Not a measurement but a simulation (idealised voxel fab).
process module | voxel plated lines
cross-section cut | 185 nm wide | cells 5 nm
A cross-section is a grid of square cells, given in bands from the top down. A band is one or more rows of cells.
Each band's line starts with the height of the band's top and of its bottom, in nm. Then come its materials from left to right, each with its width in nm. One material with "throughout" fills the band from edge to edge. "air" is empty space.
Height 0 is the level under which the wafer as received is all one material. The lowest band goes on downwards, as in "0 down".
A width such as "30 to 40" changes by the same amount from each row of cells to the next, from the band's top row to its bottom row.
"no change" after a step means that no cell of the cross-section changed.
closed voids: empty space of 8 cells or more with no open way to the top, each as width x height at its distance from the left edge, in nm
after a step's settings: what the simulator itself notes on the step
overlay nm, on a step with a mask: how far to the right of its planned place the mask lay; to the left if negative
plan
1 op RECEIVE | material Si
2 op CONFORMAL_DEP | material SiO2 | thk nm 10
3 op DIRECTIONAL_DEP | material TiN | thk nm 5
4 op PATTERN | tone open | mask id LINES | material resist | width nm 15 | pitch nm 35 | thk nm 30 | overlay nm 0
5 op EPI | material Ru | thk nm 10
6 op EPI | material Ru | thk nm 10
7 op STRIP | etch materials resist
8 op DIRECTIONAL_ETCH | etch materials TiN | depth nm 5
9 op CONFORMAL_DEP | material SiO2 | thk nm 5
first wafer, as planned
as received, after step 1
  0 down: Si throughout
  closed voids: none
after step 2
  10 to 0: SiO2 throughout
  below 0: unchanged
after step 3
  15 to 10: TiN throughout
  below 10: unchanged
after step 4
  45 to 15: resist 30 | air 15 | resist 20 | air 15 | resist 20 | air 15 | resist 20 | air 15 | resist 35
  below 15: unchanged
after step 5
  45 to 25: resist 30 | air 15 | resist 20 | air 15 | resist 20 | air 15 | resist 20 | air 15 | resist 35
  25 to 15: resist 30 | Ru 15 | resist 20 | Ru 15 | resist 20 | Ru 15 | resist 20 | Ru 15 | resist 35
  below 15: unchanged
after step 6
  45 to 35: resist 30 | air 15 | resist 20 | air 15 | resist 20 | air 15 | resist 20 | air 15 | resist 35
  35 to 15: resist 30 | Ru 15 | resist 20 | Ru 15 | resist 20 | Ru 15 | resist 20 | Ru 15 | resist 35
  below 15: unchanged
after step 7
  35 to 15: air 30 | Ru 15 | air 20 | Ru 15 | air 20 | Ru 15 | air 20 | Ru 15 | air 35
  below 15: unchanged
after step 8
  35 to 15: air 30 | Ru 15 | air 20 | Ru 15 | air 20 | Ru 15 | air 20 | Ru 15 | air 35
  15 to 10: air 30 | TiN 15 | air 20 | TiN 15 | air 20 | TiN 15 | air 20 | TiN 15 | air 35
  below 10: unchanged
after step 9
  40 to 35: air 25 | SiO2 25 | air 10 | SiO2 25 | air 10 | SiO2 25 | air 10 | SiO2 25 | air 30
  35 to 15: air 25 | SiO2 5 | Ru 15 | SiO2 5 | air 10 | SiO2 5 | Ru 15 | SiO2 5 | air 10 | SiO2 5 | Ru 15 | SiO2 5 | air 10 | SiO2 5 | Ru 15 | SiO2 5 | air 30
  15 to 10: SiO2 30 | TiN 15 | SiO2 20 | TiN 15 | SiO2 20 | TiN 15 | SiO2 20 | TiN 15 | SiO2 35
  below 10: unchanged
second wafer: like start, like plan, one mistake. Through step 5 it matches the first wafer
when step 6 should have ended
  25 to 15: air 30 | Ru 15 | air 20 | Ru 15 | air 20 | Ru 15 | air 20 | Ru 15 | air 35
  below 15: unchanged
when step 7 should have ended
  35 to 25: air 20 | Ru 140 | air 25
  25 to 15: Ru throughout
  below 15: unchanged
when step 8 should have ended: no change
when step 9 should have ended
  40 to 35: air 15 | SiO2 150 | air 20
  35 to 30: air 15 | SiO2 5 | Ru 140 | SiO2 5 | air 20
  30 to 25: SiO2 20 | Ru 140 | SiO2 25
  below 25: unchanged
what went wrong: steps 6 and 7 were swapped
at the end the second wafer has, in cells: 82 more of Ru | 36 fewer of SiO2 | 25 more of TiN
